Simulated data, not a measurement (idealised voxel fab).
The process module presented herein is designated voxel ribs on slabs.
Each square cell in cross-section cut measures 5 nm, and the section as a whole is 155 nm wide.
A cross-section is written here as square cells arranged in a grid, and it is given in bands from the top down, each band taking up one or more rows of cells.
In this notation a band is specified by the heights of its top and bottom, in that order and in nm, after which its materials appear from left to right, each paired with its width in nm. The word "all across" attached to a single material means that material fills the band from edge to edge; the word "empty" stands for empty space.
Height reference: 0 = level under which incoming wafer is all one material. Lowest band: no bottom, runs on downward, e.g. "0 nm and below".
Width "30..40": first value at the band's top row of cells, second value at its bottom row, equal change from row to row.
"same as before" for a step: no cell of the cross-section changed in that step.
In "Closed void catalog" the enclosed voids are listed, meaning empty spaces of 8 cells or larger without any opening to the top. The form is width x height at distance, distance from the left edge, units nm.
Formally, on a step line, whatever follows the settings is a remark that the simulator itself makes on the step.
"overlay nm" answers the question of how far to the right of plan the mask lay on a step that has a mask, and when it is negative the answer is to the left.
Pairs from here to the end. Each: cross-section before one process step, cross-section after it, the latter only as far down as the lowest band that changed. Under each: the step between, and its settings. Mind that the pairs may be taken from different runs of this module on the same starting wafer; whether a pair continues from the pair above depends on its entry headed "Before step", and it does only where that entry says so.

**Before step**
35 nm to 25 nm: empty (60) / SiN (30) / empty (65)
25 nm to 20 nm: empty (35) / SiN (80) / empty (40)
20 nm to 0 nm: SiO2 all across
0 nm and below: Si all across
Closed void catalog: none

**Structure After Step**
60 nm to 35 nm: SiO2 all across
35 nm to 25 nm: SiO2 (60) / SiN (30) / SiO2 (65)
25 nm to 20 nm: SiO2 (35) / SiN (80) / SiO2 (40)
Nothing below the height 20 has changed.
Closed void catalog: none
Between the two cross-sections shown above lies FILL_DEP,material SiO2,thk nm 25

Before step: For the state before this step, see the after cross-section of the pair located directly above.

**Structure After Step**
50 nm to 35 nm: SiO2 all across
Nothing below the height 35 has changed.
Closed void catalog: none
Between the two cross-sections shown above lies CMP,height nm 50

Before step: For the state before this step, see the after cross-section of the pair located directly above.

**Structure After Step**
60 nm to 50 nm: W all across
Nothing below the height 50 has changed.
Closed void catalog: none
Between the two cross-sections shown above lies DIRECTIONAL_DEP,material W,thk nm 10

Before step: For the state before this step, see the after cross-section of the pair located directly above.

**Structure After Step**
75 nm to 60 nm: aC all across
Nothing below the height 60 has changed.
Closed void catalog: none
Between the two cross-sections shown above lies DIRECTIONAL_DEP,material aC,thk nm 15

Before step: For the state before this step, see the after cross-section of the pair located directly above.

**Structure After Step**
110 nm to 75 nm: empty (55) / resist (40) / empty (60)
Nothing below the height 75 has changed.
Closed void catalog: none
Between the two cross-sections shown above lies PATTERN,tone cover,mask id HEATER,material resist,width nm 40,thk nm 35,overlay nm 0

Before step: For the state before this step, see the after cross-section of the pair located directly above.

**Structure After Step**
95 nm to 75 nm: empty (55) / resist (40) / empty (60)
75 nm to 60 nm: empty (55) / aC (40) / empty (60)
Nothing below the height 60 has changed.
Closed void catalog: none
Between the two cross-sections shown above lies DIRECTIONAL_ETCH,etch materials aC,depth nm 15

Before step: For the state before this step, see the after cross-section of the pair located directly above.

**Structure After Step**
75 nm to 60 nm: empty (55) / aC (40) / empty (60)
Nothing below the height 60 has changed.
Closed void catalog: none
Between the two cross-sections shown above lies STRIP,etch materials resist

Before step: For the state before this step, see the after cross-section of the pair located directly above.

**Structure After Step**
75 nm to 60 nm: empty (55) / aC (40) / empty (60)
60 nm to 50 nm: empty (55) / W (40) / empty (60)
Nothing below the height 50 has changed.
Closed void catalog: none
Between the two cross-sections shown above lies DIRECTIONAL_ETCH,etch materials W,depth nm 10

Before step: For the state before this step, see the after cross-section of the pair located directly above.

**Structure After Step**
60 nm to 50 nm: empty (55) / W (40) / empty (60)
Nothing below the height 50 has changed.
Closed void catalog: none
Between the two cross-sections shown above lies STRIP,etch materials aC

Before step: For the state before this step, see the after cross-section of the pair located directly above.

**Structure After Step**
70 nm to 60 nm: empty (45) / SiN (60) / empty (50)
60 nm to 50 nm: SiN (55) / W (40) / SiN (60)
Nothing below the height 50 has changed.
Closed void catalog: none
Between the two cross-sections shown above lies CONFORMAL_DEP,material SiN,thk nm 10

**Before step**
75 nm to 60 nm: aC all across
60 nm to 50 nm: W all across
50 nm to 35 nm: SiO2 all across
35 nm to 25 nm: SiO2 (60) / SiN (30) / SiO2 (65)
25 nm to 20 nm: SiO2 (30) / SiN (90) / SiO2 (35)
20 nm to 0 nm: SiO2 all across
0 nm and below: Si all across
Closed void catalog: none

**Structure After Step**
110 nm to 75 nm: empty (65) / resist (40) / empty (50)
Nothing below the height 75 has changed.
Closed void catalog: none
Between the two cross-sections shown above lies PATTERN,tone cover,mask id HEATER,material resist,width nm 40,thk nm 35,overlay nm 10

Before step: For the state before this step, see the after cross-section of the pair located directly above.

**Structure After Step**
95 nm to 75 nm: empty (65) / resist (40) / empty (50)
75 nm to 60 nm: empty (65) / aC (40) / empty (50)
Nothing below the height 60 has changed.
Closed void catalog: none
Between the two cross-sections shown above lies DIRECTIONAL_ETCH,etch materials aC,depth nm 15

Before step: For the state before this step, see the after cross-section of the pair located directly above.

**Structure After Step**
75 nm to 60 nm: empty (65) / aC (40) / empty (50)
Nothing below the height 60 has changed.
Closed void catalog: none
Between the two cross-sections shown above lies STRIP,etch materials resist

Before step: For the state before this step, see the after cross-section of the pair located directly above.

**Structure After Step**
75 nm to 60 nm: empty (65) / aC (40) / empty (50)
60 nm to 50 nm: empty (65) / W (40) / empty (50)
Nothing below the height 50 has changed.
Closed void catalog: none
Between the two cross-sections shown above lies DIRECTIONAL_ETCH,etch materials W,depth nm 10

Before step: For the state before this step, see the after cross-section of the pair located directly above.

**Structure After Step**
60 nm to 50 nm: empty (65) / W (40) / empty (50)
Nothing below the height 50 has changed.
Closed void catalog: none
Between the two cross-sections shown above lies STRIP,etch materials aC

Before step: For the state before this step, see the after cross-section of the pair located directly above.

**Structure After Step**
70 nm to 60 nm: empty (55) / SiN (60) / empty (40)
60 nm to 50 nm: SiN (65) / W (40) / SiN (50)
Nothing below the height 50 has changed.
Closed void catalog: none
Between the two cross-sections shown above lies CONFORMAL_DEP,material SiN,thk nm 10

**Before step**
0 nm and below: Si all across
Closed void catalog: none

**Structure After Step**
20 nm to 0 nm: W all across
Nothing below the height 0 has changed.
Closed void catalog: none
Between the two cross-sections shown above lies DIRECTIONAL_DEP,material W,thk nm 20

Before step: For the state before this step, see the after cross-section of the pair located directly above.

**Structure After Step**
35 nm to 20 nm: SiN all across
Nothing below the height 20 has changed.
Closed void catalog: none
Between the two cross-sections shown above lies DIRECTIONAL_DEP,material SiN,thk nm 15

Before step: For the state before this step, see the after cross-section of the pair located directly above.

**Structure After Step**
45 nm to 35 nm: aC all across
Nothing below the height 35 has changed.
Closed void catalog: none
Between the two cross-sections shown above lies DIRECTIONAL_DEP,material aC,thk nm 10

Before step: For the state before this step, see the after cross-section of the pair located directly above.

**Structure After Step**
75 nm to 45 nm: empty (60) / resist (30) / empty (65)
Nothing below the height 45 has changed.
Closed void catalog: none
Between the two cross-sections shown above lies PATTERN,tone cover,mask id RIB,material resist,width nm 30,thk nm 30,overlay nm 0

Before step: For the state before this step, see the after cross-section of the pair located directly above.

**Structure After Step**
65 nm to 45 nm: empty (60) / resist (30) / empty (65)
45 nm to 35 nm: empty (60) / aC (30) / empty (65)
Nothing below the height 35 has changed.
Closed void catalog: none
Between the two cross-sections shown above lies DIRECTIONAL_ETCH,etch materials aC,depth nm 10

Before step: For the state before this step, see the after cross-section of the pair located directly above.

**Structure After Step**
45 nm to 35 nm: empty (60) / aC (30) / empty (65)
Nothing below the height 35 has changed.
Closed void catalog: none
Between the two cross-sections shown above lies STRIP,etch materials resist

Before step: For the state before this step, see the after cross-section of the pair located directly above.

**Structure After Step**
45 nm to 35 nm: empty (60) / aC (30) / empty (65)
35 nm to 25 nm: empty (60) / SiN (30) / empty (65)
Nothing below the height 25 has changed.
Closed void catalog: none
Between the two cross-sections shown above lies DIRECTIONAL_ETCH,etch materials SiN,depth nm 10

Before step: For the state before this step, see the after cross-section of the pair located directly above.

**Structure After Step**
35 nm to 25 nm: empty (60) / SiN (30) / empty (65)
Nothing below the height 25 has changed.
Closed void catalog: none
Between the two cross-sections shown above lies STRIP,etch materials aC

Before step: For the state before this step, see the after cross-section of the pair located directly above.

**Structure After Step**
50 nm to 40 nm: empty (60) / aC (30) / empty (65)
40 nm to 35 nm: aC all across
35 nm to 25 nm: aC (60) / SiN (30) / aC (65)
Nothing below the height 25 has changed.
Closed void catalog: none
Between the two cross-sections shown above lies DIRECTIONAL_DEP,material aC,thk nm 15

Before step: For the state before this step, see the after cross-section of the pair located directly above.

**Structure After Step**
85 nm to 50 nm: empty (30) / resist (90) / empty (35)
50 nm to 40 nm: empty (30) / resist (30) / aC (30) / resist (30) / empty (35)
Nothing below the height 40 has changed.
Closed void catalog: none
Between the two cross-sections shown above lies PATTERN,tone cover,mask id SLAB,material resist,width nm 90,thk nm 35,overlay nm 0

Before step: For the state before this step, see the after cross-section of the pair located directly above.

**Structure After Step**
70 nm to 50 nm: empty (30) / resist (90) / empty (35)
50 nm to 40 nm: empty (30) / resist (30) / aC (30) / resist (30) / empty (35)
40 nm to 35 nm: empty (30) / aC (90) / empty (35)
35 nm to 25 nm: empty (30) / aC (30) / SiN (30) / aC (30) / empty (35)
Nothing below the height 25 has changed.
Closed void catalog: none
Between the two cross-sections shown above lies DIRECTIONAL_ETCH,etch materials aC,depth nm 15

Before step: For the state before this step, see the after cross-section of the pair located directly above.

**Structure After Step**
50 nm to 40 nm: empty (60) / aC (30) / empty (65)
Nothing below the height 40 has changed.
Closed void catalog: none
Between the two cross-sections shown above lies STRIP,etch materials resist

Before step: For the state before this step, see the after cross-section of the pair located directly above.

**Structure After Step**
50 nm to 40 nm: empty (60) / aC (30) / empty (65)
40 nm to 35 nm: empty (30) / aC (90) / empty (35)
35 nm to 25 nm: empty (30) / aC (30) / SiN (30) / aC (30) / empty (35)
25 nm to 20 nm: empty (30) / SiN (90) / empty (35)
Nothing below the height 20 has changed.
Closed void catalog: none
Between the two cross-sections shown above lies DIRECTIONAL_ETCH,etch materials SiN,depth nm 5

Before step: For the state before this step, see the after cross-section of the pair located directly above.

**Structure After Step**
35 nm to 25 nm: empty (60) / SiN (30) / empty (65)
Nothing below the height 25 has changed.
Closed void catalog: none
Between the two cross-sections shown above lies STRIP,etch materials aC

Before step: For the state before this step, see the after cross-section of the pair located directly above.

**Structure After Step**
60 nm to 35 nm: SiO2 all across
35 nm to 25 nm: SiO2 (60) / SiN (30) / SiO2 (65)
25 nm to 20 nm: SiO2 (30) / SiN (90) / SiO2 (35)
Nothing below the height 20 has changed.
Closed void catalog: none
Between the two cross-sections shown above lies FILL_DEP,material SiO2,thk nm 25

Before step: For the state before this step, see the after cross-section of the pair located directly above.

**Structure After Step**
50 nm to 35 nm: SiO2 all across
Nothing below the height 35 has changed.
Closed void catalog: none
Between the two cross-sections shown above lies CMP,height nm 50

Before step: For the state before this step, see the after cross-section of the pair located directly above.

**Structure After Step**
60 nm to 50 nm: W all across
Nothing below the height 50 has changed.
Closed void catalog: none
Between the two cross-sections shown above lies DIRECTIONAL_DEP,material W,thk nm 10

Before step: For the state before this step, see the after cross-section of the pair located directly above.

**Structure After Step**
75 nm to 60 nm: aC all across
Nothing below the height 60 has changed.
Closed void catalog: none
Between the two cross-sections shown above lies DIRECTIONAL_DEP,material aC,thk nm 15

Before step: For the state before this step, see the after cross-section of the pair located directly above.

**Structure After Step**
110 nm to 75 nm: empty (55) / resist (40) / empty (60)
Nothing below the height 75 has changed.
Closed void catalog: none
Between the two cross-sections shown above lies PATTERN,tone cover,mask id HEATER,material resist,width nm 40,thk nm 35,overlay nm 0

Before step: For the state before this step, see the after cross-section of the pair located directly above.

**Structure After Step**
95 nm to 75 nm: empty (55) / resist (40) / empty (60)
75 nm to 60 nm: empty (55) / aC (40) / empty (60)
Nothing below the height 60 has changed.
Closed void catalog: none
Between the two cross-sections shown above lies DIRECTIONAL_ETCH,etch materials aC,depth nm 15

Before step: For the state before this step, see the after cross-section of the pair located directly above.

**Structure After Step**
75 nm to 60 nm: empty (55) / aC (40) / empty (60)
Nothing below the height 60 has changed.
Closed void catalog: none
Between the two cross-sections shown above lies STRIP,etch materials resist

Before step: For the state before this step, see the after cross-section of the pair located directly above.

**Structure After Step**
75 nm to 60 nm: empty (55) / aC (40) / empty (60)
60 nm to 50 nm: empty (55) / W (40) / empty (60)
Nothing below the height 50 has changed.
Closed void catalog: none
Between the two cross-sections shown above lies DIRECTIONAL_ETCH,etch materials W,depth nm 10

Before step: For the state before this step, see the after cross-section of the pair located directly above.

**Structure After Step**
60 nm to 50 nm: empty (55) / W (40) / empty (60)
Nothing below the height 50 has changed.
Closed void catalog: none
Between the two cross-sections shown above lies STRIP,etch materials aC

Before step: For the state before this step, see the after cross-section of the pair located directly above.

**Structure After Step**
70 nm to 60 nm: empty (45) / SiN (60) / empty (50)
60 nm to 50 nm: SiN (55) / W (40) / SiN (60)
Nothing below the height 50 has changed.
Closed void catalog: none
Between the two cross-sections shown above lies CONFORMAL_DEP,material SiN,thk nm 10

**Before step**
75 nm to 60 nm: aC all across
60 nm to 50 nm: W all across
50 nm to 35 nm: SiO2 all across
35 nm to 25 nm: SiO2 (60) / SiN (30) / SiO2 (65)
25 nm to 20 nm: SiO2 (30) / SiN (90) / SiO2 (35)
20 nm to 0 nm: SiO2 all across
0 nm and below: Si all across
Closed void catalog: none

**Structure After Step**
110 nm to 75 nm: resist (55) / empty (40) / resist (60)
Nothing below the height 75 has changed.
Closed void catalog: none
Between the two cross-sections shown above lies PATTERN,tone open,mask id HEATER,material resist,width nm 40,thk nm 35,overlay nm 0

Before step: For the state before this step, see the after cross-section of the pair located directly above.

**Structure After Step**
95 nm to 75 nm: resist (55) / empty (40) / resist (60)
75 nm to 60 nm: aC (55) / empty (40) / aC (60)
Nothing below the height 60 has changed.
Closed void catalog: none
Between the two cross-sections shown above lies DIRECTIONAL_ETCH,etch materials aC,depth nm 15

Before step: For the state before this step, see the after cross-section of the pair located directly above.

**Structure After Step**
75 nm to 60 nm: aC (55) / empty (40) / aC (60)
Nothing below the height 60 has changed.
Closed void catalog: none
Between the two cross-sections shown above lies STRIP,etch materials resist

Before step: For the state before this step, see the after cross-section of the pair located directly above.

**Structure After Step**
75 nm to 60 nm: aC (55) / empty (40) / aC (60)
60 nm to 50 nm: W (55) / empty (40) / W (60)
Nothing below the height 50 has changed.
Closed void catalog: none
Between the two cross-sections shown above lies DIRECTIONAL_ETCH,etch materials W,depth nm 10

Before step: For the state before this step, see the after cross-section of the pair located directly above.

**Structure After Step**
60 nm to 50 nm: W (55) / empty (40) / W (60)
Nothing below the height 50 has changed.
Closed void catalog: none
Between the two cross-sections shown above lies STRIP,etch materials aC

Before step: For the state before this step, see the after cross-section of the pair located directly above.

**Structure After Step**
70 nm to 60 nm: SiN (65) / empty (20) / SiN (70)
60 nm to 50 nm: W (55) / SiN (40) / W (60)
Nothing below the height 50 has changed.
Closed void catalog: none
Between the two cross-sections shown above lies CONFORMAL_DEP,material SiN,thk nm 10
